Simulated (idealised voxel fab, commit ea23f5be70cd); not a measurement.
The following is a process module called voxel gate over fins.
FYI the section here is cut, 205 nm wide, cells are 5 nm squares.
How to read a cross-section here: the picture is a grid of square cells, written as bands going from the top down, and any band can span one or more rows of cells. Heights first: top, then bottom, in nm. Then materials, left to right, each with a width in nm. "throughout" on a single material: fills the band edge to edge. "empty": empty space. Zero point of the height axis is 0; under it, received wafer = one material. Lowest band: continues down indefinitely, "0..down". Quick explanation for "30 to 40": the width changes in equal steps down the rows of cells, from the first number in the band's top row to the second number in its bottom row. "no modifications" for a step: no cell of the cross-section changed in that step. "Sealed cavities" - sealed voids, min. 8 cells, no opening to top; format: width x height at distance (distance from left edge; nm throughout). If you see something after the settings on a step's line, that's the simulator's own remark about that step. Regarding "overlay nm": on a step with a mask, it is the distance the mask lay to the right of its planned place; a negative value places it to the left.
### Process steps - plan
1 RECEIVE with material Si
2 CONFORMAL_DEP with material SiN, thk nm 5
3 DIRECTIONAL_DEP with material aC, thk nm 15
4 PATTERN with tone cover, mask id FINS, material resist, width nm 15, pitch nm 40, thk nm 30, overlay nm 0
5 DIRECTIONAL_ETCH with etch materials aC, depth nm 15
6 STRIP with etch materials resist
7 DIRECTIONAL_ETCH with etch materials SiN, depth nm 5
8 DIRECTIONAL_ETCH with etch materials Si, depth nm 30
9 STRIP with etch materials aC
10 FILL_DEP with material SiO2, thk nm 10
11 CMP with height nm 5
12 SELECTIVE_ETCH with etch materials SiO2, depth nm 20
13 STRIP with etch materials SiN
14 CONFORMAL_DEP with material HfO2, thk nm 5
15 CONFORMAL_DEP with material TiN, thk nm 5
16 CONFORMAL_DEP with material TiAl, thk nm 5
17 CONFORMAL_DEP with material TiN, thk nm 5
18 FILL_DEP with material W, thk nm 10
19 CMP with height nm 25
20 CONFORMAL_DEP with material SiCN, thk nm 5
### First of the two wafers, run per plan
### The cross-section here shows the wafer as received, i.e. in its state after step 1
> 0..down | Si throughout
> Sealed cavities: none
### State of the wafer after step 2, shown in cross-section
> 5..0 | SiN throughout
> Note: structure below 0 unchanged.
### State of the wafer after step 3, shown in cross-section
> 20..5 | aC throughout
> Note: structure below 5 unchanged.
### State of the wafer after step 4, shown in cross-section
> 50..20 | empty (35), resist (15), empty (25), resist (15), empty (25), resist (15), empty (25), resist (15), empty (35)
> Note: structure below 20 unchanged.
### State of the wafer after step 5, shown in cross-section
> 35..20 | empty (35), resist (15), empty (25), resist (15), empty (25), resist (15), empty (25), resist (15), empty (35)
> 20..5 | empty (35), aC (15), empty (25), aC (15), empty (25), aC (15), empty (25), aC (15), empty (35)
> Note: structure below 5 unchanged.
### State of the wafer after step 6, shown in cross-section
> 20..5 | empty (35), aC (15), empty (25), aC (15), empty (25), aC (15), empty (25), aC (15), empty (35)
> Note: structure below 5 unchanged.
### State of the wafer after step 7, shown in cross-section
> 20..5 | empty (35), aC (15), empty (25), aC (15), empty (25), aC (15), empty (25), aC (15), empty (35)
> 5..0 | empty (35), SiN (15), empty (25), SiN (15), empty (25), SiN (15), empty (25), SiN (15), empty (35)
> Note: structure below 0 unchanged.
### State of the wafer after step 8, shown in cross-section
> 20..5 | empty (35), aC (15), empty (25), aC (15), empty (25), aC (15), empty (25), aC (15), empty (35)
> 5..0 | empty (35), SiN (15), empty (25), SiN (15), empty (25), SiN (15), empty (25), SiN (15), empty (35)
> 0..-30 | empty (35), Si (15), empty (25), Si (15), empty (25), Si (15), empty (25), Si (15), empty (35)
> Note: structure below -30 unchanged.
### State of the wafer after step 9, shown in cross-section
> 5..0 | empty (35), SiN (15), empty (25), SiN (15), empty (25), SiN (15), empty (25), SiN (15), empty (35)
> Note: structure below 0 unchanged.
### State of the wafer after step 10, shown in cross-section
> 15..5 | SiO2 throughout
> 5..0 | SiO2 (35), SiN (15), SiO2 (25), SiN (15), SiO2 (25), SiN (15), SiO2 (25), SiN (15), SiO2 (35)
> 0..-30 | SiO2 (35), Si (15), SiO2 (25), Si (15), SiO2 (25), Si (15), SiO2 (25), Si (15), SiO2 (35)
> Note: structure below -30 unchanged.
### State of the wafer after step 11, shown in cross-section
> 5..0 | SiO2 (35), SiN (15), SiO2 (25), SiN (15), SiO2 (25), SiN (15), SiO2 (25), SiN (15), SiO2 (35)
> Note: structure below 0 unchanged.
### State of the wafer after step 12, shown in cross-section
> 5..0 | empty (35), SiN (15), empty (25), SiN (15), empty (25), SiN (15), empty (25), SiN (15), empty (35)
> 0..-15 | empty (35), Si (15), empty (25), Si (15), empty (25), Si (15), empty (25), Si (15), empty (35)
> Note: structure below -15 unchanged.
### State of the wafer after step 13, shown in cross-section
> 0..-15 | empty (35), Si (15), empty (25), Si (15), empty (25), Si (15), empty (25), Si (15), empty (35)
> Note: structure below -15 unchanged.
### State of the wafer after step 14, shown in cross-section
> 5..0 | empty (30), HfO2 (25), empty (15), HfO2 (25), empty (15), HfO2 (25), empty (15), HfO2 (25), empty (30)
> 0..-10 | empty (30), HfO2 (5), Si (15), HfO2 (5), empty (15), HfO2 (5), Si (15), HfO2 (5), empty (15), HfO2 (5), Si (15), HfO2 (5), empty (15), HfO2 (5), Si (15), HfO2 (5), empty (30)
> -10..-15 | HfO2 (35), Si (15), HfO2 (25), Si (15), HfO2 (25), Si (15), HfO2 (25), Si (15), HfO2 (35)
> Note: structure below -15 unchanged.
### State of the wafer after step 15, shown in cross-section
> 10..5 | empty (25), TiN (35), empty (5), TiN (35), empty (5), TiN (35), empty (5), TiN (35), empty (25)
> 5..0 | empty (25), TiN (5), HfO2 (25), TiN (5), empty (5), TiN (5), HfO2 (25), TiN (5), empty (5), TiN (5), HfO2 (25), TiN (5), empty (5), TiN (5), HfO2 (25), TiN (5), empty (25)
> 0..-5 | empty (25), TiN (5), HfO2 (5), Si (15), HfO2 (5), TiN (5), empty (5), TiN (5), HfO2 (5), Si (15), HfO2 (5), TiN (5), empty (5), TiN (5), HfO2 (5), Si (15), HfO2 (5), TiN (5), empty (5), TiN (5), HfO2 (5), Si (15), HfO2 (5), TiN (5), empty (25)
> -5..-10 | TiN (30), HfO2 (5), Si (15), HfO2 (5), TiN (15), HfO2 (5), Si (15), HfO2 (5), TiN (15), HfO2 (5), Si (15), HfO2 (5), TiN (15), HfO2 (5), Si (15), HfO2 (5), TiN (30)
> Note: structure below -10 unchanged.
### State of the wafer after step 16, shown in cross-section
> 15..10 | empty (20), TiAl (165), empty (20)
> 10..5 | empty (20), TiAl (5), TiN (35), TiAl (5), TiN (35), TiAl (5), TiN (35), TiAl (5), TiN (35), TiAl (5), empty (20)
> 5..0 | empty (20), TiAl (5), TiN (5), HfO2 (25), TiN (5), TiAl (5), TiN (5), HfO2 (25), TiN (5), TiAl (5), TiN (5), HfO2 (25), TiN (5), TiAl (5), TiN (5), HfO2 (25), TiN (5), TiAl (5), empty (20)
> 0..-5 | TiAl (25), TiN (5), HfO2 (5), Si (15), HfO2 (5), TiN (5), TiAl (5), TiN (5), HfO2 (5), Si (15), HfO2 (5), TiN (5), TiAl (5), TiN (5), HfO2 (5), Si (15), HfO2 (5), TiN (5), TiAl (5), TiN (5), HfO2 (5), Si (15), HfO2 (5), TiN (5), TiAl (25)
> Note: structure below -5 unchanged.
### State of the wafer after step 17, shown in cross-section
> 20..15 | empty (15), TiN (175), empty (15)
> 15..10 | empty (15), TiN (5), TiAl (165), TiN (5), empty (15)
> 10..5 | empty (15), TiN (5), TiAl (5), TiN (35), TiAl (5), TiN (35), TiAl (5), TiN (35), TiAl (5), TiN (35), TiAl (5), TiN (5), empty (15)
> 5..0 | TiN (20), TiAl (5), TiN (5), HfO2 (25), TiN (5), TiAl (5), TiN (5), HfO2 (25), TiN (5), TiAl (5), TiN (5), HfO2 (25), TiN (5), TiAl (5), TiN (5), HfO2 (25), TiN (5), TiAl (5), TiN (20)
> Note: structure below 0 unchanged.
### State of the wafer after step 18, shown in cross-section
> 30..20 | W throughout
> 20..15 | W (15), TiN (175), W (15)
> 15..10 | W (15), TiN (5), TiAl (165), TiN (5), W (15)
> 10..5 | W (15), TiN (5), TiAl (5), TiN (35), TiAl (5), TiN (35), TiAl (5), TiN (35), TiAl (5), TiN (35), TiAl (5), TiN (5), W (15)
> Note: structure below 5 unchanged.
### State of the wafer after step 19, shown in cross-section
> 25..20 | W throughout
> Note: structure below 20 unchanged.
### State of the wafer after step 20, shown in cross-section
> 30..25 | SiCN throughout
> Note: structure below 25 unchanged.
### second wafer: like start, like plan, one mistake. Through step 15 it matches the first wafer
### Planned end of step 16: second wafer, cross-section
> 15..5 | empty (20), TiN (165), empty (20)
> 5..0 | empty (20), TiN (10), HfO2 (25), TiN (15), HfO2 (25), TiN (15), HfO2 (25), TiN (15), HfO2 (25), TiN (10), empty (20)
> 0..-10 | TiN (30), HfO2 (5), Si (15), HfO2 (5), TiN (15), HfO2 (5), Si (15), HfO2 (5), TiN (15), HfO2 (5), Si (15), HfO2 (5), TiN (15), HfO2 (5), Si (15), HfO2 (5), TiN (30)
> Note: structure below -10 unchanged.
### Planned end of step 17: second wafer, cross-section
> 20..5 | empty (15), TiN (175), empty (15)
> 5..0 | TiN (30), HfO2 (25), TiN (15), HfO2 (25), TiN (15), HfO2 (25), TiN (15), HfO2 (25), TiN (30)
> Note: structure below 0 unchanged.
### Planned end of step 18: second wafer, cross-section
> 30..20 | W throughout
> 20..5 | W (15), TiN (175), W (15)
> Note: structure below 5 unchanged.
### Planned end of step 19: second wafer, cross-section
> 25..20 | W throughout
> Note: structure below 20 unchanged.
### Planned end of step 20: second wafer, cross-section
> 30..25 | SiCN throughout
> Note: structure below 25 unchanged.
Diagnosis: step 16 did not use the planned setting and instead ran as CONFORMAL_DEP with material TiN, thk nm 5
Final tally in cells, some materials are higher or lower on the second wafer than on the first: TiAl: 56 fewer, TiN: 56 more
